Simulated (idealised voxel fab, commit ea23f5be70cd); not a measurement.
This is a process module. Its name is voxel spacer lines.
Shown is cross-section cut, with a width of 290 nm and square cells of size 5 nm.
A cross-section in this document is a grid of square cells, and it is written down as bands, the top band listed before the ones below it; a band is made up of one or more rows of cells.
Basically the band line says how high the top is and how high the bottom is, in nm, and then what's in it from left to right, every material with its width in nm. Empty space shows up as "blank", and if a single material carries "throughout" it runs the full band edge to edge.
Convention: height 0 is the level below which the wafer, as received, is all one material. The lowest band does not terminate at the bottom but continues downward, represented as "0 and below".
The notation "30->40" denotes a width that varies across the rows of cells in the band, beginning at the first number in the top row, finishing at the second number in the bottom row, and changing by an identical amount from each row to the next.
Basically "nothing different" means that step didn't change any cell in the cross-section.
Any empty space of 8 cells or more lacking an open way to the top shows up in "Closed cavity list" as width x height at distance, distance from the left edge, in nm.
Anything after a step's settings on that line? It's the simulator's own note about the step.
"overlay nm" answers the question of how far to the right of plan the mask lay on a step that has a mask, and when it is negative the answer is to the left.
### The following list gives the planned process steps
step 1: op RECEIVE | material Si
step 2: op CONFORMAL_DEP | material Al2O3 | thk nm 10
step 3: op DIRECTIONAL_DEP | material W | thk nm 15
step 4: op DIRECTIONAL_DEP | material aC | thk nm 25
step 5: op PATTERN | tone cover | mask id MANDREL | material resist | width nm 15 | pitch nm 80 | thk nm 30 | overlay nm 0
step 6: op DIRECTIONAL_ETCH | etch materials aC | depth nm 25
step 7: op STRIP | etch materials resist
step 8: op CONFORMAL_DEP | material SiN | thk nm 15
step 9: op DIRECTIONAL_ETCH | etch materials SiN | depth nm 15
step 10: op STRIP | etch materials aC
step 11: op DIRECTIONAL_ETCH | etch materials W | depth nm 15
step 12: op STRIP | etch materials SiN
The wafers in this document start out alike and differ in the width nm applied at step 5; the plan shows the value used for the first wafer.
### Sectional view: first of several wafers, as received, after step 1
0 and below | Si throughout
Closed cavity list: none
### Here is the cross-section of the first of several wafers at the end of the module, after its last step, step 12
25 down to 10 | blank 80 nm / W 15 nm / blank 15 nm / W 15 nm / blank 35 nm / W 15 nm / blank 15 nm / W 15 nm / blank 85 nm
10 down to 0 | Al2O3 throughout
0 and below | Si throughout
Closed cavity list: none
### Cross-sectional depiction of the last of several wafers upon completion of the module
25 down to 10 | blank 70 nm / W 15 nm / blank 40 nm / W 15 nm / blank 10 nm / W 15 nm / blank 40 nm / W 15 nm / blank 70 nm
10 down to 0 | Al2O3 throughout
0 and below | Si throughout
Closed cavity list: none
### The rows of the table below are wafers. Looking at the end of the module, a row counts, for every material, the cells the wafer has gained, shown as (+), or lost, shown as (-), since it was received; its closed voids come next
width nm 15; +116 Al2O3; +36 W; Closed cavity list: none
width nm 20; +116 Al2O3; +36 W; Closed cavity list: none
width nm 25; +116 Al2O3; +36 W; Closed cavity list: none
width nm 30; +116 Al2O3; +36 W; Closed cavity list: none
width nm 35; +116 Al2O3; +36 W; Closed cavity list: none
width nm 40; +116 Al2O3; +36 W; Closed cavity list: none
